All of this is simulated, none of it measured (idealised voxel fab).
Process module in this document: voxel released beams
Square cell edge 5 nm, section width 205 nm, ID cut.
In what follows, cross-sections appear as grids of square cells, described through bands that run from the top down, where every band is one or more rows of cells. Quick guide to a band line: top height, bottom height (nm) up front; then every material left to right with its width in nm. Only one material and it's marked "edge to edge"? Then it fills the band edge to edge. And "blank" just means empty space. Basically, 0 is our baseline, since under it the wafer straight out of the box is all one material. The bottom band has no lower end and keeps on going down, so it looks like "from 0 down". You'd read "30 to 40" like this: the band's top row of cells is as wide as the first number, its bottom row is as wide as the second, and going down, every row changes width by the same amount as the row before did. Where the words "no change occurred" appear for a step, the cross-section shows no cell changed by that step; every cell remained as before. The entry "Closed-off voids" lists the empty spaces that cover at least 8 cells and have no open path to the top. Each is written as width x height at distance, where the distance is measured from the left edge and all three values are in nm. Note: text after step settings on the step line = simulator remark on that step. overlay nm: step with mask; distance mask lay right of planned place; negative value = left of planned place.

Listed below are the process steps as planned
| 1 | RECEIVE: material Si |
| 2 | CONFORMAL_DEP: material SiN, thk nm 10 |
| 3 | DIRECTIONAL_DEP: material SiO2, thk nm 15 |
| 4 | MASKED_ETCH: tone open, mask id ANCHOR, width nm 45, etch materials SiO2, depth nm 15, overlay nm 0 |
| 5 | CONFORMAL_DEP: material TiN, thk nm 15 |
| 6 | MASKED_ETCH: tone cover, mask id BEAM, width nm 95, etch materials TiN, depth nm 15, overlay nm 0 |
| 7 | STRIP: etch materials SiO2 |

As-received state of the wafer in cross-section, equivalent to post-step 1
- from 0 down  Si edge to edge
- Closed-off voids: none

Cross-section, end of module. Start: as above. Plan: as above. Execution: one mistake
- from 25 to 10  55 nm blank, then 15 nm TiN, then 15 nm blank, then 15 nm TiN, then 105 nm blank
- from 10 to 0  SiN edge to edge
- from 0 down  Si edge to edge
- Closed-off voids: none
Want to know what went wrong? the process deviated at step 6: the operation and settings actually run there were MASKED_ETCH: tone open, mask id BEAM, width nm 95, etch materials TiN, depth nm 15, overlay nm 0
